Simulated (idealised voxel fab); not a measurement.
voxel gate over fins: a process module
The cross-section shown here is cut; it is 240 nm wide and divided into square cells measuring 5 nm on a side.
Cross-sections here: square-cell grids, written as top-down lists of bands, a band being one or more rows of cells.
Basically the band line says how high the top is and how high the bottom is, in nm, and then what's in it from left to right, every material with its width in nm. Empty space shows up as "empty", and if a single material carries "throughout" it runs the full band edge to edge.
Convention: height 0 is the level below which the wafer, as received, is all one material. The lowest band does not terminate at the bottom but continues downward, represented as "from 0 down".
A two-number width, for instance "30->40", indicates that the width is equal to the first number in the top row of the band and to the second number in the bottom row, and that it changes by a constant amount per row of cells.
"no change" after a step means that no cell of the cross-section changed.
Each empty space that has no open way to the top and spans at least 8 cells appears under "Trapped voids" as width x height at distance, the distance counted from the left edge, all in nm.
Where a step's line continues beyond its settings, the continuation is a remark by the simulator itself on that step.
On any step carrying a mask, the "overlay nm" setting, if present on the step's line, tells how far right of its planned place the mask lay; negative values point to the left.

The following list gives the planned process steps
- 1: op RECEIVE | material Si
- 2: op CONFORMAL_DEP | material SiN | thk nm 10
- 3: op PATTERN | tone cover | mask id FINS | material resist | width nm 15 | pitch nm 60 | thk nm 20 | overlay nm 0
- 4: op DIRECTIONAL_ETCH | etch materials SiN | depth nm 10
- 5: op DIRECTIONAL_ETCH | etch materials Si | depth nm 40
- 6: op STRIP | etch materials resist
- 7: op OXIDIZE | depth nm 5
- 8: op FILL_DEP | material SiO2 | thk nm 15
- 9: op CMP | height nm 10
- 10: op PATTERN | tone open | mask id RAIL | material resist | width nm 15 | thk nm 15 | overlay nm 0
- 11: op DIRECTIONAL_ETCH | etch materials SiO2 | depth nm 45
- 12: op STRIP | etch materials resist
- 13: op CONFORMAL_DEP | material TiN | thk nm 5
- 14: op FILL_DEP | material Ru | thk nm 10
- 15: op CMP | height nm 10
- 16: op SELECTIVE_ETCH | etch materials W Ru TiN | depth nm 30
- 17: op FILL_DEP | material SiO2 | thk nm 5
- 18: op CMP | height nm 10
- 19: op SELECTIVE_ETCH | etch materials SiO2 | depth nm 20
- 20: op STRIP | etch materials SiN
- 21: op CONFORMAL_DEP | material HfO2 | thk nm 5
- 22: op CONFORMAL_DEP | material TiN | thk nm 5
- 23: op CONFORMAL_DEP | material TiAl | thk nm 5
- 24: op CONFORMAL_DEP | material TiN | thk nm 5
- 25: op FILL_DEP | material W | thk nm 15
- 26: op CMP | height nm 30
- 27: op CONFORMAL_DEP | material SiN | thk nm 5

Incoming wafer in cross-section (state: after step 1)
    from 0 down | Si throughout
    Trapped voids: none

Starting wafer: above. Plan: above. Run: one mistake. Cross-section after the module: below
    from 45 to 30 | SiN throughout
    from 30 to 20 | W throughout
    from 20 to 15 | 35 W | 45 TiN | 15 W | 45 TiN | 15 W | 45 TiN | 40 W
    from 15 to 10 | 35 W | 5 TiN | 35 TiAl | 5 TiN | 15 W | 5 TiN | 35 TiAl | 5 TiN | 15 W | 5 TiN | 35 TiAl | 5 TiN | 40 W
    from 10 to 5 | 40 TiN | 5 TiAl | 25 TiN | 5 TiAl | 25 TiN | 5 TiAl | 25 TiN | 5 TiAl | 25 TiN | 5 TiAl | 25 TiN | 5 TiAl | 45 TiN
    from 5 to 0 | 45 TiAl | 5 TiN | 15 HfO2 | 5 TiN | 35 TiAl | 5 TiN | 15 HfO2 | 5 TiN | 35 TiAl | 5 TiN | 15 HfO2 | 5 TiN | 50 TiAl
    from 0 to -5 | 50 TiN | 5 HfO2 | 5 Si | 5 HfO2 | 45 TiN | 5 HfO2 | 5 Si | 5 HfO2 | 45 TiN | 5 HfO2 | 5 Si | 5 HfO2 | 55 TiN
    from -5 to -10 | 55 HfO2 | 5 Si | 55 HfO2 | 5 Si | 55 HfO2 | 5 Si | 60 HfO2
    from -10 to -20 | 55 SiO2 | 5 Si | 55 SiO2 | 5 Si | 55 SiO2 | 5 Si | 60 SiO2
    from -20 to -30 | 55 SiO2 | 5 Si | 20 SiO2 | 5 TiN | 5 Ru | 5 TiN | 20 SiO2 | 5 Si | 55 SiO2 | 5 Si | 60 SiO2
    from -30 to -35 | 55 SiO2 | 5 Si | 20 SiO2 | 15 TiN | 20 SiO2 | 5 Si | 55 SiO2 | 5 Si | 60 SiO2
    from -35 to -45 | 55 SiO2 | 5 Si | 55 SiO2 | 5 Si | 55 SiO2 | 5 Si | 60 SiO2
    from -45 down | Si throughout
    Trapped voids: none
The mistake made against the process plan was this: step 27 was processed under conditions differing from the plan, specifically as op CONFORMAL_DEP | material SiN | thk nm 15
